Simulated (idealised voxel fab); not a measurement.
process module | voxel gate over fins
cross-section cut | 240 nm wide | cells 5 nm
A cross-section is a grid of square cells, given in bands from the top down. A band is one or more rows of cells.
Each band's line starts with the height of the band's top and of its bottom, in nm. Then come its materials from left to right, each with its width in nm. One material with "throughout" fills the band from edge to edge. "air" is empty space.
Height 0 is the level under which the wafer as received is all one material. The lowest band goes on downwards, as in "0 down".
A width such as "30 to 40" changes by the same amount from each row of cells to the next, from the band's top row to its bottom row.
"no change" after a step means that no cell of the cross-section changed.
closed voids: empty space of 8 cells or more with no open way to the top, each as width x height at its distance from the left edge, in nm
after a step's settings: what the simulator itself notes on the step
overlay nm, on a step with a mask: how far to the right of its planned place the mask lay; to the left if negative
plan
1 op RECEIVE | material Si
2 op CONFORMAL_DEP | material SiN | thk nm 5
3 op PATTERN | tone cover | mask id FINS | material resist | width nm 15 | pitch nm 40 | thk nm 15 | overlay nm 0
4 op DIRECTIONAL_ETCH | etch materials SiN | depth nm 5
5 op DIRECTIONAL_ETCH | etch materials Si | depth nm 30
6 op STRIP | etch materials resist
7 op OXIDIZE | depth nm 5
8 op FILL_DEP | material SiO2 | thk nm 15
9 op CMP | height nm 5
10 op SELECTIVE_ETCH | etch materials SiO2 | depth nm 15
11 op STRIP | etch materials SiN
12 op CONFORMAL_DEP | material HfO2 | thk nm 5
13 op CONFORMAL_DEP | material TiN | thk nm 5
14 op FILL_DEP | material W | thk nm 10
15 op CMP | height nm 15
16 op CONFORMAL_DEP | material SiN | thk nm 5
as received, after step 1
  0 down: Si throughout
  closed voids: none
a wafer at the end: this start, this plan, one mistake
  20 to 15: SiN throughout
  15 to 10: W throughout
  10 to 5: W 45 | TiN 25 | W 15 | TiN 25 | W 15 | TiN 25 | W 15 | TiN 25 | W 50
  5 to 0: W 45 | TiN 5 | HfO2 15 | TiN 5 | W 15 | TiN 5 | HfO2 15 | TiN 5 | W 15 | TiN 5 | HfO2 15 | TiN 5 | W 15 | TiN 5 | HfO2 15 | TiN 5 | W 50
  0 to -5: TiN 50 | HfO2 5 | Si 5 | HfO2 5 | TiN 5 | W 15 | TiN 5 | HfO2 5 | Si 5 | HfO2 5 | TiN 5 | W 15 | TiN 5 | HfO2 5 | Si 5 | HfO2 5 | TiN 5 | W 15 | TiN 5 | HfO2 5 | Si 5 | HfO2 5 | TiN 55
  -5 to -10: HfO2 40 | TiN 10 | HfO2 5 | Si 5 | HfO2 5 | TiN 25 | HfO2 5 | Si 5 | HfO2 5 | TiN 25 | HfO2 5 | Si 5 | HfO2 5 | TiN 25 | HfO2 5 | Si 5 | HfO2 5 | TiN 10 | HfO2 45
  -10 to -15: SiO2 35 | HfO2 20 | Si 5 | HfO2 35 | Si 5 | HfO2 35 | Si 5 | HfO2 35 | Si 5 | HfO2 20 | SiO2 40
  -15 to -35: SiO2 55 | Si 5 | SiO2 35 | Si 5 | SiO2 35 | Si 5 | SiO2 35 | Si 5 | SiO2 60
  -35 down: Si throughout
  closed voids: none
what went wrong: steps 10 and 11 were swapped
